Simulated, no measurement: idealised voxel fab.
process module | voxel capacitor over wiring
cross-section cut | 220 nm wide | cells 5 nm
A cross-section is a grid of square cells, given in bands from the top down. A band is one or more rows of cells.
Each band's line starts with the height of the band's top and of its bottom, in nm. Then come its materials from left to right, each with its width in nm. One material with "throughout" fills the band from edge to edge. "air" is empty space.
Height 0 is the level under which the wafer as received is all one material. The lowest band goes on downwards, as in "0 down".
A width such as "30 to 40" changes by the same amount from each row of cells to the next, from the band's top row to its bottom row.
"no change" after a step means that no cell of the cross-section changed.
closed voids: empty space of 8 cells or more with no open way to the top, each as width x height at its distance from the left edge, in nm
after a step's settings: what the simulator itself notes on the step
overlay nm, on a step with a mask: how far to the right of its planned place the mask lay; to the left if negative
plan
1 op RECEIVE | material Si
2 op CONFORMAL_DEP | material SiO2 | thk nm 15
3 op DIRECTIONAL_DEP | material TiN | thk nm 5
4 op DIRECTIONAL_DEP | material W | thk nm 20
5 op DIRECTIONAL_DEP | material aC | thk nm 10
6 op PATTERN | tone cover | mask id METAL_1 | material resist | width nm 20 | pitch nm 70 | thk nm 30 | overlay nm 0
7 op DIRECTIONAL_ETCH | etch materials aC | depth nm 10
8 op STRIP | etch materials resist
9 op DIRECTIONAL_ETCH | etch materials W | depth nm 20
10 op DIRECTIONAL_ETCH | etch materials TiN | depth nm 5
11 op STRIP | etch materials aC
12 op CONFORMAL_DEP | material SiCN | thk nm 5
13 op FILL_DEP | material lowk | thk nm 5
14 op CMP | height nm 40
15 op CONFORMAL_DEP | material SiCN | thk nm 5
16 op DIRECTIONAL_DEP | material lowk | thk nm 20
17 op PATTERN | tone open | mask id PLUG_1 | material resist | width nm 15 | thk nm 20 | overlay nm 0
18 op DIRECTIONAL_ETCH | etch materials lowk | depth nm 20
19 op DIRECTIONAL_ETCH | etch materials SiCN | depth nm 5
20 op STRIP | etch materials resist
21 op CONFORMAL_DEP | material TiN | thk nm 5
22 op FILL_DEP | material Ru | thk nm 5
23 op CMP | height nm 65
24 op DIRECTIONAL_DEP | material TiN | thk nm 10
25 op DIRECTIONAL_DEP | material HfO2 | thk nm 5
26 op DIRECTIONAL_DEP | material TiN | thk nm 10
27 op PATTERN | tone cover | mask id UPPER_PLATE | material resist | width nm 55 | thk nm 15 | overlay nm 0
28 op DIRECTIONAL_ETCH | etch materials TiN | depth nm 10
29 op DIRECTIONAL_ETCH | etch materials HfO2 | depth nm 5
30 op STRIP | etch materials resist
31 op PATTERN | tone cover | mask id LOWER_PLATE | material resist | width nm 65 | thk nm 15 | overlay nm 0
32 op DIRECTIONAL_ETCH | etch materials TiN | depth nm 10
33 op STRIP | etch materials resist
34 op FILL_DEP | material SiO2 | thk nm 15
35 op CMP | height nm 100
36 op DIRECTIONAL_DEP | material aC | thk nm 15
37 op PATTERN | tone open | mask id PLUG_2 | material resist | width nm 15 | thk nm 30 | overlay nm 0
38 op DIRECTIONAL_ETCH | etch materials aC | depth nm 15
39 op STRIP | etch materials resist
40 op DIRECTIONAL_ETCH | etch materials SiO2 | depth nm 10
41 op STRIP | etch materials aC
42 op CONFORMAL_DEP | material TiN | thk nm 5
43 op FILL_DEP | material Cu | thk nm 10
44 op CMP | height nm 100
45 op CONFORMAL_DEP | material SiN | thk nm 5
first wafer, as planned
as received, after step 1
  0 down: Si throughout
  closed voids: none
after step 2
  15 to 0: SiO2 throughout
  below 0: unchanged
after step 3
  20 to 15: TiN throughout
  below 15: unchanged
after step 4
  40 to 20: W throughout
  below 20: unchanged
after step 5
  50 to 40: aC throughout
  below 40: unchanged
after step 6
  80 to 50: air 65 | resist 20 | air 50 | resist 20 | air 65
  below 50: unchanged
after step 7
  70 to 50: air 65 | resist 20 | air 50 | resist 20 | air 65
  50 to 40: air 65 | aC 20 | air 50 | aC 20 | air 65
  below 40: unchanged
after step 8
  50 to 40: air 65 | aC 20 | air 50 | aC 20 | air 65
  below 40: unchanged
after step 9
  50 to 40: air 65 | aC 20 | air 50 | aC 20 | air 65
  40 to 20: air 65 | W 20 | air 50 | W 20 | air 65
  below 20: unchanged
after step 10
  50 to 40: air 65 | aC 20 | air 50 | aC 20 | air 65
  40 to 20: air 65 | W 20 | air 50 | W 20 | air 65
  20 to 15: air 65 | TiN 20 | air 50 | TiN 20 | air 65
  below 15: unchanged
after step 11
  40 to 20: air 65 | W 20 | air 50 | W 20 | air 65
  below 20: unchanged
after step 12
  45 to 40: air 60 | SiCN 30 | air 40 | SiCN 30 | air 60
  40 to 20: air 60 | SiCN 5 | W 20 | SiCN 5 | air 40 | SiCN 5 | W 20 | SiCN 5 | air 60
  20 to 15: SiCN 65 | TiN 20 | SiCN 50 | TiN 20 | SiCN 65
  below 15: unchanged
after step 13
  50 to 45: lowk throughout
  45 to 40: lowk 60 | SiCN 30 | lowk 40 | SiCN 30 | lowk 60
  40 to 20: lowk 60 | SiCN 5 | W 20 | SiCN 5 | lowk 40 | SiCN 5 | W 20 | SiCN 5 | lowk 60
  below 20: unchanged
after step 14
  40 to 20: lowk 60 | SiCN 5 | W 20 | SiCN 5 | lowk 40 | SiCN 5 | W 20 | SiCN 5 | lowk 60
  below 20: unchanged
after step 15
  45 to 40: SiCN throughout
  below 40: unchanged
after step 16
  65 to 45: lowk throughout
  below 45: unchanged
after step 17
  85 to 65: resist 70 | air 15 | resist 135
  below 65: unchanged
after step 18
  85 to 65: resist 70 | air 15 | resist 135
  65 to 45: lowk 70 | air 15 | lowk 135
  below 45: unchanged
after step 19
  85 to 65: resist 70 | air 15 | resist 135
  65 to 45: lowk 70 | air 15 | lowk 135
  45 to 40: SiCN 70 | air 15 | SiCN 135
  below 40: unchanged
after step 20
  65 to 45: lowk 70 | air 15 | lowk 135
  below 45: unchanged
after step 21
  70 to 65: TiN 75 | air 5 | TiN 140
  65 to 45: lowk 70 | TiN 5 | air 5 | TiN 5 | lowk 135
  45 to 40: SiCN 70 | TiN 15 | SiCN 135
  below 40: unchanged
after step 22
  75 to 70: Ru throughout
  70 to 65: TiN 75 | Ru 5 | TiN 140
  65 to 45: lowk 70 | TiN 5 | Ru 5 | TiN 5 | lowk 135
  below 45: unchanged
after step 23
  65 to 45: lowk 70 | TiN 5 | Ru 5 | TiN 5 | lowk 135
  below 45: unchanged
after step 24
  75 to 65: TiN throughout
  below 65: unchanged
after step 25
  80 to 75: HfO2 throughout
  below 75: unchanged
after step 26
  90 to 80: TiN throughout
  below 80: unchanged
after step 27
  105 to 90: air 70 | resist 55 | air 95
  below 90: unchanged
after step 28
  105 to 90: air 70 | resist 55 | air 95
  90 to 80: air 70 | TiN 55 | air 95
  below 80: unchanged
after step 29
  105 to 90: air 70 | resist 55 | air 95
  90 to 80: air 70 | TiN 55 | air 95
  80 to 75: air 70 | HfO2 55 | air 95
  below 75: unchanged
after step 30
  90 to 80: air 70 | TiN 55 | air 95
  below 80: unchanged
after step 31
  105 to 90: air 65 | resist 65 | air 90
  90 to 80: air 65 | resist 5 | TiN 55 | resist 5 | air 90
  80 to 75: air 65 | resist 5 | HfO2 55 | resist 5 | air 90
  below 75: unchanged
after step 32
  105 to 90: air 65 | resist 65 | air 90
  90 to 80: air 65 | resist 5 | TiN 55 | resist 5 | air 90
  80 to 75: air 65 | resist 5 | HfO2 55 | resist 5 | air 90
  75 to 65: air 65 | TiN 65 | air 90
  below 65: unchanged
after step 33
  90 to 80: air 70 | TiN 55 | air 95
  80 to 75: air 70 | HfO2 55 | air 95
  below 75: unchanged
after step 34
  105 to 90: SiO2 throughout
  90 to 80: SiO2 70 | TiN 55 | SiO2 95
  80 to 75: SiO2 70 | HfO2 55 | SiO2 95
  75 to 65: SiO2 65 | TiN 65 | SiO2 90
  below 65: unchanged
after step 35
  100 to 90: SiO2 throughout
  below 90: unchanged
after step 36
  115 to 100: aC throughout
  below 100: unchanged
after step 37
  145 to 115: resist 80 | air 15 | resist 125
  below 115: unchanged
after step 38
  130 to 115: resist 80 | air 15 | resist 125
  115 to 100: aC 80 | air 15 | aC 125
  below 100: unchanged
after step 39
  115 to 100: aC 80 | air 15 | aC 125
  below 100: unchanged
after step 40
  115 to 100: aC 80 | air 15 | aC 125
  100 to 90: SiO2 80 | air 15 | SiO2 125
  below 90: unchanged
after step 41
  100 to 90: SiO2 80 | air 15 | SiO2 125
  below 90: unchanged
after step 42
  105 to 100: TiN 85 | air 5 | TiN 130
  100 to 95: SiO2 80 | TiN 5 | air 5 | TiN 5 | SiO2 125
  95 to 90: SiO2 80 | TiN 15 | SiO2 125
  below 90: unchanged
after step 43
  115 to 105: Cu throughout
  105 to 100: TiN 85 | Cu 5 | TiN 130
  100 to 95: SiO2 80 | TiN 5 | Cu 5 | TiN 5 | SiO2 125
  below 95: unchanged
after step 44
  100 to 95: SiO2 80 | TiN 5 | Cu 5 | TiN 5 | SiO2 125
  below 95: unchanged
after step 45
  105 to 100: SiN throughout
  below 100: unchanged
second wafer: like start, like plan, one mistake. Through step 23 it matches the first wafer
when step 24 should have ended
  75 to 65: Cu throughout
  below 65: unchanged
when step 25 should have ended
  80 to 75: HfO2 throughout
  below 75: unchanged
when step 26 should have ended
  90 to 80: TiN throughout
  below 80: unchanged
when step 27 should have ended
  105 to 90: air 70 | resist 55 | air 95
  below 90: unchanged
when step 28 should have ended
  105 to 90: air 70 | resist 55 | air 95
  90 to 80: air 70 | TiN 55 | air 95
  below 80: unchanged
when step 29 should have ended
  105 to 90: air 70 | resist 55 | air 95
  90 to 80: air 70 | TiN 55 | air 95
  80 to 75: air 70 | HfO2 55 | air 95
  below 75: unchanged
when step 30 should have ended
  90 to 80: air 70 | TiN 55 | air 95
  below 80: unchanged
when step 31 should have ended
  105 to 90: air 65 | resist 65 | air 90
  90 to 80: air 65 | resist 5 | TiN 55 | resist 5 | air 90
  80 to 75: air 65 | resist 5 | HfO2 55 | resist 5 | air 90
  below 75: unchanged
when step 32 should have ended: no change
when step 33 should have ended
  90 to 80: air 70 | TiN 55 | air 95
  80 to 75: air 70 | HfO2 55 | air 95
  below 75: unchanged
when step 34 should have ended
  105 to 90: SiO2 throughout
  90 to 80: SiO2 70 | TiN 55 | SiO2 95
  80 to 75: SiO2 70 | HfO2 55 | SiO2 95
  below 75: unchanged
when step 35 should have ended
  100 to 90: SiO2 throughout
  below 90: unchanged
when step 36 should have ended
  115 to 100: aC throughout
  below 100: unchanged
when step 37 should have ended
  145 to 115: resist 80 | air 15 | resist 125
  below 115: unchanged
when step 38 should have ended
  130 to 115: resist 80 | air 15 | resist 125
  115 to 100: aC 80 | air 15 | aC 125
  below 100: unchanged
when step 39 should have ended
  115 to 100: aC 80 | air 15 | aC 125
  below 100: unchanged
when step 40 should have ended
  115 to 100: aC 80 | air 15 | aC 125
  100 to 90: SiO2 80 | air 15 | SiO2 125
  below 90: unchanged
when step 41 should have ended
  100 to 90: SiO2 80 | air 15 | SiO2 125
  below 90: unchanged
when step 42 should have ended
  105 to 100: TiN 85 | air 5 | TiN 130
  100 to 95: SiO2 80 | TiN 5 | air 5 | TiN 5 | SiO2 125
  95 to 90: SiO2 80 | TiN 15 | SiO2 125
  below 90: unchanged
when step 43 should have ended
  115 to 105: Cu throughout
  105 to 100: TiN 85 | Cu 5 | TiN 130
  100 to 95: SiO2 80 | TiN 5 | Cu 5 | TiN 5 | SiO2 125
  below 95: unchanged
when step 44 should have ended
  100 to 95: SiO2 80 | TiN 5 | Cu 5 | TiN 5 | SiO2 125
  below 95: unchanged
when step 45 should have ended
  105 to 100: SiN throughout
  below 100: unchanged
what went wrong: step 24 ran as: op DIRECTIONAL_DEP | material Cu | thk nm 10
at the end the second wafer has, in cells: 88 more of Cu | 62 fewer of SiO2 | 26 fewer of TiN
